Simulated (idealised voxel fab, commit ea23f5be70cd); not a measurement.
process module | voxel tone inversion
cross-section cut | 230 nm wide | cells 5 nm
A cross-section is a grid of square cells, given in bands from the top down. A band is one or more rows of cells.
Each band's line starts with the height of the band's top and of its bottom, in nm. Then come its materials from left to right, each with its width in nm. One material with "throughout" fills the band from edge to edge. "air" is empty space.
Height 0 is the level under which the wafer as received is all one material. The lowest band goes on downwards, as in "0 down".
A width such as "30 to 40" changes by the same amount from each row of cells to the next, from the band's top row to its bottom row.
"no change" after a step means that no cell of the cross-section changed.
closed voids: empty space of 8 cells or more with no open way to the top, each as width x height at its distance from the left edge, in nm
after a step's settings: what the simulator itself notes on the step
overlay nm, on a step with a mask: how far to the right of its planned place the mask lay; to the left if negative
plan
1 op RECEIVE | material Si
2 op CONFORMAL_DEP | material SiCN | thk nm 10
3 op DIRECTIONAL_DEP | material polySi | thk nm 20
4 op PATTERN | tone cover | mask id POSTS | material resist | width nm 20 | pitch nm 40 | thk nm 30 | overlay nm 0
5 op DIRECTIONAL_ETCH | etch materials polySi | depth nm 20
6 op STRIP | etch materials resist
7 op FILL_DEP | material SiO2 | thk nm 5
8 op CMP | height nm 30
9 op STRIP | etch materials polySi
10 op CONFORMAL_DEP | material TiN | thk nm 5
11 op FILL_DEP | material W | thk nm 5
12 op CMP | height nm 30
13 op CONFORMAL_DEP | material SiCN | thk nm 5
as received, after step 1
  0 down: Si throughout
  closed voids: none
a wafer at the end: this start, this plan, one mistake
  35 to 20: SiCN throughout
  20 to 0: polySi throughout
  0 down: Si throughout
  closed voids: none
what went wrong: steps 2 and 3 were swapped
